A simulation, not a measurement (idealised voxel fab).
The following is a process module called voxel ribs on slabs.
Shown is cross-section cut, with a width of 270 nm and square cells of size 5 nm.
Cross-section spec: square-cell grid; bands listed top down; each band is one or more rows.
A band entry consists of two parts. The first gives the height of the band's top and the height of its bottom, in nm. The rest lists the band's materials from left to right, each with its width in nm. A single material labelled with the word "all across" fills the band from edge to edge, and the word "air" marks empty space.
It should be noted that heights are counted from 0, beneath which the wafer as supplied is of one material throughout, and that the lowest band possesses no lower boundary but continues downward, as written in "top 0, no bottom".
So if you see something like "30..40" for the width, read it as the top row of the band sitting at the first number and the bottom row at the second, with every row in between moving by the same amount as the last.
"nothing changed", as given for a step, is the statement that not any cell of the cross-section underwent a change during that step.
Tabulated closed voids: empty space of 8 cells or more with no open way to the top, each as width x height at its distance from the left edge, in nm
On a step's line, text after the settings is the simulator commenting on that step.
overlay nm: on a step with a mask, how far right of its planned place the mask lay; negative means left.

These are the steps we planned for the process
1. RECEIVE: material Si
2. DIRECTIONAL_DEP: material SiO2, thk nm 25
3. DIRECTIONAL_DEP: material SiN, thk nm 20
4. DIRECTIONAL_DEP: material aC, thk nm 15
5. PATTERN: tone cover, mask id RIB, material resist, width nm 15, thk nm 35, overlay nm 0
6. DIRECTIONAL_ETCH: etch materials aC, depth nm 15
7. STRIP: etch materials resist
8. DIRECTIONAL_ETCH: etch materials SiN, depth nm 5
9. STRIP: etch materials aC
10. MASKED_ETCH: tone cover, mask id SLAB, width nm 55, etch materials SiN, depth nm 15, overlay nm 0
11. FILL_DEP: material SiO2, thk nm 15
12. CMP: height nm 55
13. DIRECTIONAL_DEP: material W, thk nm 10
14. PATTERN: tone cover, mask id HEATER, material resist, width nm 25, thk nm 15, overlay nm 0
15. DIRECTIONAL_ETCH: etch materials W, depth nm 10
16. STRIP: etch materials resist
17. CONFORMAL_DEP: material SiN, thk nm 5

Delivered wafer in cross-section: state after step 1
top 0, no bottom = Si all across
Tabulated closed voids: none

first wafer at the end, as planned
top 70, bottom 65 = air: 115; SiN: 35; air: 120
top 65, bottom 60 = air: 115; SiN: 5; W: 25; SiN: 5; air: 120
top 60, bottom 55 = SiN: 120; W: 25; SiN: 125
top 55, bottom 45 = SiO2 all across
top 45, bottom 40 = SiO2: 125; SiN: 15; SiO2: 130
top 40, bottom 25 = SiO2: 105; SiN: 55; SiO2: 110
top 25, bottom 0 = SiO2 all across
top 0, no bottom = Si all across
Tabulated closed voids: none

What the second wafer looks like in cross-section once the module is done. Its start and its plan matched the first wafer's exactly; what differed was one mistake in how it was run
top 70, bottom 65 = air: 115; SiN: 35; air: 120
top 65, bottom 60 = air: 115; SiN: 5; W: 25; SiN: 5; air: 120
top 60, bottom 55 = SiN: 120; W: 25; SiN: 125
top 55, bottom 45 = SiO2 all across
top 45, bottom 40 = SiO2: 125; SiN: 20; SiO2: 125
top 40, bottom 25 = SiO2: 105; SiN: 55; SiO2: 110
top 25, bottom 0 = SiO2 all across
top 0, no bottom = Si all across
Tabulated closed voids: none
what went wrong: step 5 changed vs plan, executed as PATTERN: tone cover, mask id RIB, material resist, width nm 20, thk nm 35, overlay nm 0
Counted in cells at the end, the second wafer holds more or fewer of these materials than the first: SiN: 1 more, SiO2: 1 fewer
